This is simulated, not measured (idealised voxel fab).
You're looking at the process module voxel gate over fins.
The figure presents cross-section cut, which has a width of 140 nm and is divided into square cells with an edge length of 5 nm.
A cross-section is written here as square cells arranged in a grid, and it is given in bands from the top down, each band taking up one or more rows of cells.
Read a band's entry like this: the first values are the height of its top and the height of its bottom in nm, and what follows is the sequence of materials from left to right, each with its width in nm. Note that "air" is empty space, and that a single material marked "full width" reaches across the band from edge to edge.
The level at which height equals 0 is the one under which the wafer, as it arrives, is entirely one material. No lower edge exists for the bottom band, which continues downward and is notated as in "0 nm and below".
Quick explanation for "30->40": the width changes in equal steps down the rows of cells, from the first number in the band's top row to the second number in its bottom row.
Step note "nothing different" = no cross-section cell changed.
Each empty space that has no open way to the top and spans at least 8 cells appears under "Tabulated closed voids" as width x height at distance, the distance counted from the left edge, all in nm.
Past the settings on a step's line: simulator remark, on that step.
Each step line may optionally specify "overlay nm", which for a step with a mask gives the rightward distance between the mask's planned place and where it lay, a negative value indicating the leftward direction.
These are the steps we planned for the process:
1,RECEIVE (material Si)
2,CONFORMAL_DEP (material SiN; thk nm 10)
3,DIRECTIONAL_DEP (material aC; thk nm 10)
4,PATTERN (tone cover; mask id FINS; material resist; width nm 15; pitch nm 55; thk nm 25; overlay nm 0)
5,DIRECTIONAL_ETCH (etch materials aC; depth nm 10)
6,STRIP (etch materials resist)
7,DIRECTIONAL_ETCH (etch materials SiN; depth nm 10)
8,DIRECTIONAL_ETCH (etch materials Si; depth nm 35)
9,STRIP (etch materials aC)
10,OXIDIZE (depth nm 5)
11,FILL_DEP (material SiO2; thk nm 10)
12,CMP (height nm 10)
13,DIRECTIONAL_DEP (material aC; thk nm 15)
14,PATTERN (tone open; mask id RAIL; material resist; width nm 15; thk nm 30; overlay nm 0)
15,DIRECTIONAL_ETCH (etch materials aC; depth nm 15)
16,STRIP (etch materials resist)
17,DIRECTIONAL_ETCH (etch materials SiO2; depth nm 40)
18,STRIP (etch materials aC)
19,CONFORMAL_DEP (material TiN; thk nm 5)
20,FILL_DEP (material Ru; thk nm 10)
21,CMP (height nm 10)
22,SELECTIVE_ETCH (etch materials W Ru TiN; depth nm 25)
23,FILL_DEP (material SiO2; thk nm 5)
24,CMP (height nm 10)
25,SELECTIVE_ETCH (etch materials SiO2; depth nm 20)
26,STRIP (etch materials SiN)
27,CONFORMAL_DEP (material HfO2; thk nm 5)
28,CONFORMAL_DEP (material TiN; thk nm 5)
29,CONFORMAL_DEP (material TiAl; thk nm 5)
30,CONFORMAL_DEP (material TiN; thk nm 5)
31,FILL_DEP (material W; thk nm 15)
32,CMP (height nm 30)
33,CONFORMAL_DEP (material SiCN; thk nm 10)
Cross-section of the incoming wafer, state after step 1:
* 0 nm and below = Si full width
* Tabulated closed voids: none
Cross-sectional result after module completion. Note: starting condition and plan are unchanged from above; one processing mistake was made:
* 40 nm to 30 nm = SiCN full width
* 30 nm to 20 nm = W full width
* 20 nm to 15 nm = 20 nm W / 45 nm TiN / 10 nm W / 45 nm TiN / 20 nm W
* 15 nm to 10 nm = 20 nm W / 5 nm TiN / 35 nm TiAl / 5 nm TiN / 10 nm W / 5 nm TiN / 35 nm TiAl / 5 nm TiN / 20 nm W
* 10 nm to 5 nm = 25 nm TiN / 5 nm TiAl / 25 nm TiN / 5 nm TiAl / 20 nm TiN / 5 nm TiAl / 25 nm TiN / 5 nm TiAl / 25 nm TiN
* 5 nm to 0 nm = 30 nm TiAl / 5 nm TiN / 15 nm HfO2 / 5 nm TiN / 30 nm TiAl / 5 nm TiN / 15 nm HfO2 / 5 nm TiN / 30 nm TiAl
* 0 nm to -5 nm = 35 nm TiN / 5 nm HfO2 / 5 nm Si / 5 nm HfO2 / 40 nm TiN / 5 nm HfO2 / 5 nm Si / 5 nm HfO2 / 35 nm TiN
* -5 nm to -10 nm = 40 nm HfO2 / 5 nm Si / 50 nm HfO2 / 5 nm Si / 40 nm HfO2
* -10 nm to -15 nm = 40 nm SiO2 / 5 nm Si / 50 nm SiO2 / 5 nm Si / 40 nm SiO2
* -15 nm to -25 nm = 40 nm SiO2 / 5 nm Si / 15 nm SiO2 / 5 nm TiN / 5 nm Ru / 5 nm TiN / 20 nm SiO2 / 5 nm Si / 40 nm SiO2
* -25 nm to -30 nm = 40 nm SiO2 / 5 nm Si / 15 nm SiO2 / 15 nm TiN / 20 nm SiO2 / 5 nm Si / 40 nm SiO2
* -30 nm to -50 nm = 40 nm SiO2 / 5 nm Si / 50 nm SiO2 / 5 nm Si / 40 nm SiO2
* -50 nm and below = Si full width
* Tabulated closed voids: none
Run error: step 8 changed vs plan, executed as DIRECTIONAL_ETCH (etch materials Si; depth nm 45)
